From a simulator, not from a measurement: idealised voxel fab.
process module | voxel self aligned vias
cross-section cut | 140 nm wide | cells 5 nm
A cross-section is a grid of square cells, given in bands from the top down. A band is one or more rows of cells.
Each band's line starts with the height of the band's top and of its bottom, in nm. Then come its materials from left to right, each with its width in nm. One material with "throughout" fills the band from edge to edge. "air" is empty space.
Height 0 is the level under which the wafer as received is all one material. The lowest band goes on downwards, as in "0 down".
A width such as "30 to 40" changes by the same amount from each row of cells to the next, from the band's top row to its bottom row.
"no change" after a step means that no cell of the cross-section changed.
closed voids: empty space of 8 cells or more with no open way to the top, each as width x height at its distance from the left edge, in nm
after a step's settings: what the simulator itself notes on the step
overlay nm, on a step with a mask: how far to the right of its planned place the mask lay; to the left if negative
plan
1 op RECEIVE | material Si
2 op CONFORMAL_DEP | material SiO2 | thk nm 15
3 op CONFORMAL_DEP | material SiCN | thk nm 5
4 op DIRECTIONAL_DEP | material SiO2 | thk nm 30
5 op DIRECTIONAL_DEP | material aC | thk nm 10
6 op PATTERN | tone open | mask id LINES | material resist | width nm 25 | pitch nm 60 | thk nm 30 | overlay nm 0
7 op DIRECTIONAL_ETCH | etch materials aC | depth nm 10
8 op STRIP | etch materials resist
9 op DIRECTIONAL_ETCH | etch materials SiO2 | depth nm 30
10 op STRIP | etch materials aC
11 op CONFORMAL_DEP | material TiN | thk nm 5
12 op FILL_DEP | material W | thk nm 10
13 op CMP | height nm 50
14 op SELECTIVE_ETCH | etch materials W Ru TiN | depth nm 5
15 op FILL_DEP | material SiN | thk nm 10
16 op CMP | height nm 50
17 op DIRECTIONAL_DEP | material SiO2 | thk nm 20
18 op DIRECTIONAL_DEP | material aC | thk nm 15
19 op PATTERN | tone open | mask id VIAS | material resist | width nm 35 | thk nm 35 | overlay nm 0
20 op DIRECTIONAL_ETCH | etch materials aC | depth nm 15
21 op STRIP | etch materials resist
22 op DIRECTIONAL_ETCH | etch materials SiO2 | depth nm 20
23 op DIRECTIONAL_ETCH | etch materials SiN | depth nm 5
24 op STRIP | etch materials aC
25 op CONFORMAL_DEP | material TiN | thk nm 5
26 op FILL_DEP | material Ru | thk nm 10
27 op CMP | height nm 70
28 op CONFORMAL_DEP | material SiN | thk nm 5
as received, after step 1
  0 down: Si throughout
  closed voids: none
first wafer at the end, as planned
  75 to 70: SiN throughout
  70 to 55: SiO2 20 | TiN 5 | Ru 25 | TiN 5 | SiO2 85
  55 to 50: SiO2 20 | TiN 10 | Ru 15 | TiN 10 | SiO2 85
  50 to 45: SiO2 25 | TiN 25 | SiO2 35 | SiN 25 | SiO2 30
  45 to 25: SiO2 25 | TiN 5 | W 15 | TiN 5 | SiO2 35 | TiN 5 | W 15 | TiN 5 | SiO2 30
  25 to 20: SiO2 25 | TiN 25 | SiO2 35 | TiN 25 | SiO2 30
  20 to 15: SiCN throughout
  15 to 0: SiO2 throughout
  0 down: Si throughout
  closed voids: none
second wafer at the end: like start, like plan, one mistake
  65 to 60: SiN throughout
  60 to 50: SiO2 20 | TiN 5 to 10 | Ru 25 to 15 | TiN 5 to 10 | SiO2 85
  50 to 45: SiO2 25 | TiN 25 | SiO2 35 | SiN 25 | SiO2 30
  45 to 25: SiO2 25 | TiN 5 | W 15 | TiN 5 | SiO2 35 | TiN 5 | W 15 | TiN 5 | SiO2 30
  25 to 20: SiO2 25 | TiN 25 | SiO2 35 | TiN 25 | SiO2 30
  20 to 15: SiCN throughout
  15 to 0: SiO2 throughout
  0 down: Si throughout
  closed voids: none
what went wrong: step 27 ran as: op CMP | height nm 60
at the end the second wafer has, in cells: 10 fewer of Ru | 42 fewer of SiO2 | 4 fewer of TiN
